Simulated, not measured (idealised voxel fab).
The process module presented herein is designated voxel trench capacitor.
This is section cut - it's 280 nm across, gridded in 5 nm square cells.
Square cells in a grid make up a cross-section in this document, and the grid is given as bands, listed from the top down, each one or more rows of cells. Per band: top height and bottom height in nm, followed by the left-to-right materials and their widths in nm; "edge to edge" marks a single material spanning edge to edge, "empty" marks empty space. For the purposes of this specification, 0 denotes the height below which the wafer in its as-received condition is composed wholly of one material, and the lowermost band, lacking a lower limit, extends downward without end, as expressed in "top 0, no bottom". With a width like "30 to 40", each row of cells in the band differs from the next by the same amount, the top row carrying the first number and the bottom row the second. "stayed the same" means the step left every cell of the cross-section as it was. What "Unvented voids" gives you is every empty space of 8 cells or more that is cut off from the top. Each appears as width x height at distance, with the distance taken from the left edge and width, height and distance all in nm. Text after the settings on a step's line: the simulator's own remark on that step. What "overlay nm" on a step's line means: if the step has a mask, that mask lay this far to the right of its planned place, or, when the value is negative, to the left.
Steps planned for the process
| 1 | RECEIVE (material Si) |
| 2 | CONFORMAL_DEP (material SiN; thk nm 5) |
| 3 | PATTERN (tone open; mask id TRENCH; material resist; width nm 25; pitch nm 55; thk nm 15; overlay nm 0) |
| 4 | DIRECTIONAL_ETCH (etch materials SiN; depth nm 5) |
| 5 | DIRECTIONAL_ETCH (etch materials Si; depth nm 25) |
| 6 | STRIP (etch materials resist) |
| 7 | CONFORMAL_DEP (material Al2O3; thk nm 5) |
| 8 | FILL_DEP (material polySi; thk nm 5) |
| 9 | CMP (height nm 5) |
Cross-sectional view of the wafer in its as-received condition, corresponding to the state after step 1
  top 0, no bottom  Si edge to edge
  Unvented voids: none
Result of the module, cross-sectioned: start per above, plan per above, one error in how it was run
  top 5, bottom 0  SiN=105 | Al2O3=5 | polySi=5 | Al2O3=5 | SiN=40 | Al2O3=5 | polySi=5 | Al2O3=5 | SiN=105
  top 0, bottom -20  Si=105 | Al2O3=5 | polySi=5 | Al2O3=5 | Si=40 | Al2O3=5 | polySi=5 | Al2O3=5 | Si=105
  top -20, bottom -25  Si=105 | Al2O3=15 | Si=40 | Al2O3=15 | Si=105
  top -25, no bottom  Si edge to edge
  Unvented voids: none
It is concluded that the wafer was processed incorrectly with respect to the plan, in that not per plan at step 3, really ran PATTERN (tone open; mask id TRENCH; material resist; width nm 15; pitch nm 55; thk nm 15; overlay nm 0)
